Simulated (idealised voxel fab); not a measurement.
You're looking at the process module voxel transistor to metal.
Each square cell in cross-section cut measures 5 nm, and the section as a whole is 160 nm wide.
Cross-section spec: square-cell grid; bands listed top down; each band is one or more rows. Per band: top height and bottom height in nm, followed by the left-to-right materials and their widths in nm; "edge to edge" marks a single material spanning edge to edge, "blank" marks empty space. Ref level 0: as-received wafer is one material below here. Bottom band extends down with no lower bound ("top 0, no bottom"). So if you see something like "30..40" for the width, read it as the top row of the band sitting at the first number and the bottom row at the second, with every row in between moving by the same amount as the last. "no change occurred" for a step: no cell of the cross-section changed in that step. Closed empty spaces (no open way to the top) of 8 cells or more are what "Closed internal voids" lists, each as width x height at distance from the left edge, nm for all three. The remark found on a step's line after its settings is issued by the simulator itself and pertains to that step. The "overlay nm" setting may appear on a step's line; for a step that uses a mask, it gives how far to the right of its planned position the mask lay, and a negative value indicates the left.
## So here's the lineup of process steps we planned
step 1: RECEIVE | material Si
step 2: CONFORMAL_DEP | material SiO2 | thk nm 5
step 3: CONFORMAL_DEP | material SiN | thk nm 15
step 4: PATTERN | tone cover | mask id ACTIVE | material resist | width nm 95 | thk nm 15 | overlay nm 0
step 5: DIRECTIONAL_ETCH | etch materials SiN | depth nm 15
step 6: DIRECTIONAL_ETCH | etch materials SiO2 | depth nm 5
step 7: DIRECTIONAL_ETCH | etch materials Si | depth nm 20
step 8: STRIP | etch materials resist
step 9: FILL_DEP | material SiO2 | thk nm 15
step 10: CMP | height nm 20
step 11: SELECTIVE_ETCH | etch materials SiO2 | depth nm 10
step 12: STRIP | etch materials SiN
step 13: SELECTIVE_ETCH | etch materials SiO2 | depth nm 5
step 14: OXIDIZE | depth nm 5
step 15: DIRECTIONAL_DEP | material polySi | thk nm 25
step 16: DIRECTIONAL_DEP | material SiCN | thk nm 15
step 17: PATTERN | tone cover | mask id GATE | material resist | width nm 25 | thk nm 15 | overlay nm 0
step 18: DIRECTIONAL_ETCH | etch materials SiCN | depth nm 25
step 19: DIRECTIONAL_ETCH | etch materials polySi | depth nm 35
step 20: STRIP | etch materials resist
step 21: CONFORMAL_DEP | material SiO2 | thk nm 5
step 22: DIRECTIONAL_ETCH | etch materials SiO2 | depth nm 5
step 23: CONFORMAL_DEP | material SiN | thk nm 5
step 24: DIRECTIONAL_ETCH | etch materials SiN | depth nm 5
step 25: DIRECTIONAL_ETCH | etch materials SiO2 | depth nm 5
step 26: DIRECTIONAL_ETCH | etch materials Si | depth nm 15
step 27: EPI | material SiGe | thk nm 15
step 28: FILL_DEP | material SiO2 | thk nm 5
step 29: CMP | height nm 25
step 30: STRIP | etch materials polySi
step 31: SELECTIVE_ETCH | etch materials SiO2 | depth nm 5
step 32: CONFORMAL_DEP | material HfO2 | thk nm 5
step 33: CONFORMAL_DEP | material TiN | thk nm 5
step 34: FILL_DEP | material W | thk nm 5
step 35: CMP | height nm 20
step 36: DIRECTIONAL_DEP | material SiO2 | thk nm 15
step 37: PATTERN | tone open | mask id CONTACT | material resist | width nm 15 | pitch nm 70 | thk nm 20 | overlay nm 0
step 38: DIRECTIONAL_ETCH | etch materials SiO2 | depth nm 25
step 39: STRIP | etch materials resist
step 40: CONFORMAL_DEP | material TiN | thk nm 5
step 41: FILL_DEP | material Ru | thk nm 10
step 42: CMP | height nm 35
step 43: DIRECTIONAL_DEP | material TiN | thk nm 5
step 44: DIRECTIONAL_DEP | material W | thk nm 25
step 45: PATTERN | tone cover | mask id METAL_1 | material resist | width nm 15 | pitch nm 70 | thk nm 20 | overlay nm 0
step 46: DIRECTIONAL_ETCH | etch materials W | depth nm 25
step 47: DIRECTIONAL_ETCH | etch materials TiN | depth nm 5
step 48: STRIP | etch materials resist
step 49: FILL_DEP | material SiO2 | thk nm 5
step 50: CMP | height nm 65
step 51: CONFORMAL_DEP | material SiCN | thk nm 5
step 52: DIRECTIONAL_DEP | material SiO2 | thk nm 30
step 53: PATTERN | tone open | mask id METAL_2 | material resist | width nm 15 | pitch nm 70 | thk nm 20 | overlay nm -15
step 54: DIRECTIONAL_ETCH | etch materials SiO2 | depth nm 20
step 55: STRIP | etch materials resist
step 56: MASKED_ETCH | tone open | mask id METAL_2_HOLES | width nm 15 | pitch nm 70 | etch materials SiO2 | depth nm 10 | overlay nm 0
step 57: MASKED_ETCH | tone open | mask id METAL_2_HOLES | width nm 15 | pitch nm 70 | etch materials SiCN | depth nm 5 | overlay nm 0
step 58: CONFORMAL_DEP | material TiN | thk nm 5
step 59: FILL_DEP | material Ru | thk nm 5
step 60: CMP | height nm 100
step 61: CONFORMAL_DEP | material SiCN | thk nm 5
Variable across wafers: step 53 overlay nm (plan value is that of the first wafer; starting state common to all).
## first wafer as received, after step 1
> top 0, no bottom  Si edge to edge
> Closed internal voids: none
## After the module's final step, step 61: the first of several wafers in cross-section
> top 105, bottom 100  SiCN edge to edge
> top 100, bottom 90  20 SiO2 | 5 TiN | 20..5 Ru | 5..20 TiN | 40 SiO2 | 5 TiN | 20..5 Ru | 5..20 TiN | 40 SiO2
> top 90, bottom 85  20 SiO2 | 5 TiN | 5 Ru | 5 TiN | 55 SiO2 | 5 TiN | 5 Ru | 5 TiN | 55 SiO2
> top 85, bottom 80  20 SiO2 | 15 TiN | 55 SiO2 | 15 TiN | 55 SiO2
> top 80, bottom 70  SiO2 edge to edge
> top 70, bottom 65  SiCN edge to edge
> top 65, bottom 40  35 SiO2 | 15 W | 55 SiO2 | 15 W | 40 SiO2
> top 40, bottom 35  35 SiO2 | 15 TiN | 55 SiO2 | 15 TiN | 40 SiO2
> top 35, bottom 20  35 SiO2 | 5 TiN | 5 Ru | 5 TiN | 55 SiO2 | 5 TiN | 5 Ru | 5 TiN | 40 SiO2
> top 20, bottom 15  35 SiO2 | 5 TiN | 5 Ru | 5 TiN | 5 SiO2 | 5 SiN | 5 HfO2 | 5 TiN | 15 W | 5 TiN | 5 HfO2 | 5 SiN | 5 SiO2 | 5 TiN | 5 Ru | 5 TiN | 40 SiO2
> top 15, bottom 10  35 SiO2 | 15 TiN | 5 SiO2 | 5 SiN | 5 HfO2 | 5 TiN | 15 W | 5 TiN | 5 HfO2 | 5 SiN | 5 SiO2 | 15 TiN | 40 SiO2
> top 10, bottom 5  30 SiO2 | 25 SiGe | 5 SiN | 5 HfO2 | 5 TiN | 15 W | 5 TiN | 5 HfO2 | 5 SiN | 25 SiGe | 35 SiO2
> top 5, bottom 0  30 SiO2 | 5 SiN | 20 SiGe | 5 SiN | 5 HfO2 | 25 TiN | 5 HfO2 | 5 SiN | 20 SiGe | 5 SiN | 35 SiO2
> top 0, bottom -5  35 SiO2 | 20 SiGe | 5 SiO2 | 35 HfO2 | 5 SiO2 | 20 SiGe | 40 SiO2
> top -5, bottom -20  30 SiO2 | 5 Si | 20 SiGe | 45 Si | 20 SiGe | 5 Si | 35 SiO2
> top -20, no bottom  Si edge to edge
> Closed internal voids: none
## Here we cross-sectioned the last of the wafers once the module was done
> top 105, bottom 100  SiCN edge to edge
> top 100, bottom 90  35 SiO2 | 5..20 TiN | 20..5 Ru | 5 TiN | 40 SiO2 | 5..20 TiN | 20..5 Ru | 5 TiN | 25 SiO2
> top 90, bottom 85  50 SiO2 | 5 TiN | 5 Ru | 5 TiN | 55 SiO2 | 5 TiN | 5 Ru | 5 TiN | 25 SiO2
> top 85, bottom 80  50 SiO2 | 15 TiN | 55 SiO2 | 15 TiN | 25 SiO2
> top 80, bottom 70  SiO2 edge to edge
> top 70, bottom 65  SiCN edge to edge
> top 65, bottom 40  35 SiO2 | 15 W | 55 SiO2 | 15 W | 40 SiO2
> top 40, bottom 35  35 SiO2 | 15 TiN | 55 SiO2 | 15 TiN | 40 SiO2
> top 35, bottom 20  35 SiO2 | 5 TiN | 5 Ru | 5 TiN | 55 SiO2 | 5 TiN | 5 Ru | 5 TiN | 40 SiO2
> top 20, bottom 15  35 SiO2 | 5 TiN | 5 Ru | 5 TiN | 5 SiO2 | 5 SiN | 5 HfO2 | 5 TiN | 15 W | 5 TiN | 5 HfO2 | 5 SiN | 5 SiO2 | 5 TiN | 5 Ru | 5 TiN | 40 SiO2
> top 15, bottom 10  35 SiO2 | 15 TiN | 5 SiO2 | 5 SiN | 5 HfO2 | 5 TiN | 15 W | 5 TiN | 5 HfO2 | 5 SiN | 5 SiO2 | 15 TiN | 40 SiO2
> top 10, bottom 5  30 SiO2 | 25 SiGe | 5 SiN | 5 HfO2 | 5 TiN | 15 W | 5 TiN | 5 HfO2 | 5 SiN | 25 SiGe | 35 SiO2
> top 5, bottom 0  30 SiO2 | 5 SiN | 20 SiGe | 5 SiN | 5 HfO2 | 25 TiN | 5 HfO2 | 5 SiN | 20 SiGe | 5 SiN | 35 SiO2
> top 0, bottom -5  35 SiO2 | 20 SiGe | 5 SiO2 | 35 HfO2 | 5 SiO2 | 20 SiGe | 40 SiO2
> top -5, bottom -20  30 SiO2 | 5 Si | 20 SiGe | 45 Si | 20 SiGe | 5 Si | 35 SiO2
> top -20, no bottom  Si edge to edge
> Closed internal voids: none
## Every row in this table is a wafer at the end of the module, and it gives, for each of the materials, the cells that wafer has gained (+) or lost (-) since it was received, then its closed voids
overlay nm -15, +15 HfO2, +20 Ru, -95 Si, +64 SiCN, +50 SiGe, +10 SiN, +506 SiO2, +63 TiN, +39 W, Closed internal voids: none
overlay nm -10, +15 HfO2, +18 Ru, -95 Si, +62 SiCN, +50 SiGe, +10 SiN, +506 SiO2, +67 TiN, +39 W, Closed internal voids: none
overlay nm -5, +15 HfO2, +16 Ru, -95 Si, +60 SiCN, +50 SiGe, +10 SiN, +506 SiO2, +71 TiN, +39 W, Closed internal voids: none
overlay nm 0, +15 HfO2, +20 Ru, -95 Si, +58 SiCN, +50 SiGe, +10 SiN, +506 SiO2, +69 TiN, +39 W, Closed internal voids: none
overlay nm 5, +15 HfO2, +16 Ru, -95 Si, +60 SiCN, +50 SiGe, +10 SiN, +506 SiO2, +71 TiN, +39 W, Closed internal voids: none
overlay nm 10, +15 HfO2, +18 Ru, -95 Si, +62 SiCN, +50 SiGe, +10 SiN, +506 SiO2, +67 TiN, +39 W, Closed internal voids: none
overlay nm 15, +15 HfO2, +20 Ru, -95 Si, +64 SiCN, +50 SiGe, +10 SiN, +506 SiO2, +63 TiN, +39 W, Closed internal voids: none
